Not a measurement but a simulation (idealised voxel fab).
Title: Process Module voxel double patterning
Cross-section cut: width 210 nm, square cells of 5 nm.
Think of the cross-section as a grid of square cells. We describe it in bands, top to bottom, and each band covers one or more rows of those cells. The band entry comprises the height of the band's top followed by the height of its bottom, expressed in nm, and subsequently the band's materials from left to right, each stated together with its width in nm. Where a single material is marked with the word "full width", that material fills the band from edge to edge. The word "blank" represents empty space. It should be noted that heights are counted from 0, beneath which the wafer as supplied is of one material throughout, and that the lowest band possesses no lower boundary but continues downward, as written in "0 down". It should be noted that a width expressed as "30->40" varies in equal increments from row to row of cells within the band, taking the value of the first number at the top row and that of the second number at the bottom row. The designation "no change occurred", where it is given for a processing step, indicates that no cell of the cross-section was altered in the course of that step. Heads up: "Closed-off voids" only lists the empty pockets with no open path to the top that are 8 cells or more, and it writes them as width x height at distance, distance from the left edge, in nm. Whatever follows a step's settings on its line is a remark the simulator itself makes about that step. "overlay nm" on a masked step: distance the mask lay right of its planned place, negative for left.

## This section lists the process steps that were planned
1. RECEIVE,material Si
2. CONFORMAL_DEP,material SiO2,thk nm 10
3. DIRECTIONAL_DEP,material polySi,thk nm 10
4. DIRECTIONAL_DEP,material SiN,thk nm 5
5. PATTERN,tone open,mask id FIRST,material resist,width nm 15,pitch nm 50,thk nm 15,overlay nm 0
6. DIRECTIONAL_ETCH,etch materials SiN,depth nm 5
7. STRIP,etch materials resist
8. DIRECTIONAL_DEP,material aC,thk nm 10
9. PATTERN,tone open,mask id SECOND,material resist,width nm 15,pitch nm 50,thk nm 25,overlay nm 0
10. DIRECTIONAL_ETCH,etch materials aC,depth nm 10
11. STRIP,etch materials resist
12. DIRECTIONAL_ETCH,etch materials SiN,depth nm 5
13. STRIP,etch materials aC
14. DIRECTIONAL_ETCH,etch materials polySi,depth nm 10
15. STRIP,etch materials SiN

## The first wafer of two, processed as planned

## Wafer at receipt (post step 1), cross-section
	0 down: Si full width
	Closed-off voids: none

## after step 2
	10 to 0: SiO2 full width
	Whatever lies below 0 is exactly as it was before.

## after step 3
	20 to 10: polySi full width
	Whatever lies below 10 is exactly as it was before.

## after step 4
	25 to 20: SiN full width
	Whatever lies below 20 is exactly as it was before.

## after step 5
	40 to 25: resist=45, then blank=15, then resist=35, then blank=15, then resist=35, then blank=15, then resist=50
	Whatever lies below 25 is exactly as it was before.

## after step 6
	40 to 25: resist=45, then blank=15, then resist=35, then blank=15, then resist=35, then blank=15, then resist=50
	25 to 20: SiN=45, then blank=15, then SiN=35, then blank=15, then SiN=35, then blank=15, then SiN=50
	Whatever lies below 20 is exactly as it was before.

## after step 7
	25 to 20: SiN=45, then blank=15, then SiN=35, then blank=15, then SiN=35, then blank=15, then SiN=50
	Whatever lies below 20 is exactly as it was before.

## after step 8
	35 to 30: aC=45, then blank=15, then aC=35, then blank=15, then aC=35, then blank=15, then aC=50
	30 to 25: aC full width
	25 to 20: SiN=45, then aC=15, then SiN=35, then aC=15, then SiN=35, then aC=15, then SiN=50
	Whatever lies below 20 is exactly as it was before.

## after step 9
	60 to 35: resist=70, then blank=15, then resist=35, then blank=15, then resist=75
	35 to 30: aC=45, then resist=15, then aC=35, then resist=15, then aC=35, then resist=15, then aC=50
	Whatever lies below 30 is exactly as it was before.

## after step 10
	50 to 35: resist=70, then blank=15, then resist=35, then blank=15, then resist=75
	35 to 30: aC=45, then resist=15, then aC=10, then blank=15, then aC=10, then resist=15, then aC=10, then blank=15, then aC=10, then resist=15, then aC=50
	30 to 25: aC=70, then blank=15, then aC=35, then blank=15, then aC=75
	Whatever lies below 25 is exactly as it was before.

## after step 11
	35 to 30: aC=45, then blank=15, then aC=10, then blank=15, then aC=10, then blank=15, then aC=10, then blank=15, then aC=10, then blank=15, then aC=50
	Whatever lies below 30 is exactly as it was before.

## after step 12
	35 to 30: aC=45, then blank=15, then aC=10, then blank=15, then aC=10, then blank=15, then aC=10, then blank=15, then aC=10, then blank=15, then aC=50
	30 to 25: aC=70, then blank=15, then aC=35, then blank=15, then aC=75
	25 to 20: SiN=45, then aC=15, then SiN=10, then blank=15, then SiN=10, then aC=15, then SiN=10, then blank=15, then SiN=10, then aC=15, then SiN=50
	Whatever lies below 20 is exactly as it was before.

## after step 13
	25 to 20: SiN=45, then blank=15, then SiN=10, then blank=15, then SiN=10, then blank=15, then SiN=10, then blank=15, then SiN=10, then blank=15, then SiN=50
	Whatever lies below 20 is exactly as it was before.

## after step 14
	25 to 20: SiN=45, then blank=15, then SiN=10, then blank=15, then SiN=10, then blank=15, then SiN=10, then blank=15, then SiN=10, then blank=15, then SiN=50
	20 to 10: polySi=45, then blank=15, then polySi=10, then blank=15, then polySi=10, then blank=15, then polySi=10, then blank=15, then polySi=10, then blank=15, then polySi=50
	Whatever lies below 10 is exactly as it was before.

## after step 15
	20 to 10: polySi=45, then blank=15, then polySi=10, then blank=15, then polySi=10, then blank=15, then polySi=10, then blank=15, then polySi=10, then blank=15, then polySi=50
	Whatever lies below 10 is exactly as it was before.

## second wafer: like start, like plan, one mistake. Through step 6 it matches the first wafer

## Cross-section: second wafer, time at which step 7 was scheduled to end
	25 to 20: SiN=45, then blank=15, then SiN=35, then blank=15, then SiN=35, then blank=15, then SiN=50
	Whatever lies below 20 is exactly as it was before.

## Cross-section: second wafer, time at which step 8 was scheduled to end
	35 to 30: aC=45, then blank=15, then aC=35, then blank=15, then aC=35, then blank=15, then aC=50
	30 to 25: aC full width
	25 to 20: SiN=45, then aC=15, then SiN=35, then aC=15, then SiN=35, then aC=15, then SiN=50
	Whatever lies below 20 is exactly as it was before.

## Cross-section: second wafer, time at which step 9 was scheduled to end
	60 to 35: resist=70, then blank=15, then resist=35, then blank=15, then resist=75
	35 to 30: aC=45, then resist=15, then aC=35, then resist=15, then aC=35, then resist=15, then aC=50
	Whatever lies below 30 is exactly as it was before.

## Cross-section: second wafer, time at which step 10 was scheduled to end
	50 to 35: resist=70, then blank=15, then resist=35, then blank=15, then resist=75
	35 to 30: aC=45, then resist=15, then aC=10, then blank=15, then aC=10, then resist=15, then aC=10, then blank=15, then aC=10, then resist=15, then aC=50
	30 to 25: aC=70, then blank=15, then aC=35, then blank=15, then aC=75
	Whatever lies below 25 is exactly as it was before.

## Cross-section: second wafer, time at which step 11 was scheduled to end
	35 to 30: aC=45, then blank=15, then aC=10, then blank=15, then aC=10, then blank=15, then aC=10, then blank=15, then aC=10, then blank=15, then aC=50
	Whatever lies below 30 is exactly as it was before.

## Cross-section: second wafer, time at which step 12 was scheduled to end
	35 to 30: aC=45, then blank=15, then aC=10, then blank=15, then aC=10, then blank=15, then aC=10, then blank=15, then aC=10, then blank=15, then aC=50
	30 to 25: aC=70, then blank=15, then aC=35, then blank=15, then aC=75
	25 to 20: SiN=45, then aC=15, then SiN=10, then blank=15, then SiN=10, then aC=15, then SiN=10, then blank=15, then SiN=10, then aC=15, then SiN=50
	Whatever lies below 20 is exactly as it was before.

## Cross-section: second wafer, time at which step 13 was scheduled to end
	25 to 20: SiN=45, then blank=15, then SiN=10, then blank=15, then SiN=10, then blank=15, then SiN=10, then blank=15, then SiN=10, then blank=15, then SiN=50
	Whatever lies below 20 is exactly as it was before.

## Cross-section: second wafer, time at which step 14 was scheduled to end
	25 to 20: SiN=45, then blank=15, then SiN=10, then blank=15, then SiN=10, then blank=15, then SiN=10, then blank=15, then SiN=10, then blank=15, then SiN=50
	20 to 10: polySi=45, then blank=15, then polySi=10, then blank=15, then polySi=10, then blank=15, then polySi=10, then blank=15, then polySi=10, then blank=15, then polySi=50
	Whatever lies below 10 is exactly as it was before.

## Cross-section: second wafer, time at which step 15 was scheduled to end
	20 to 10: polySi=45, then blank=15, then polySi=10, then blank=15, then polySi=10, then blank=15, then polySi=10, then blank=15, then polySi=10, then blank=15, then polySi=50
	Whatever lies below 10 is exactly as it was before.
It is concluded that the wafer was processed incorrectly with respect to the plan, in that regarding the plan, step 7 was run twice
Given identical final cross-sections on the two wafers, the mistake has no effect on any quantity computed by this model.
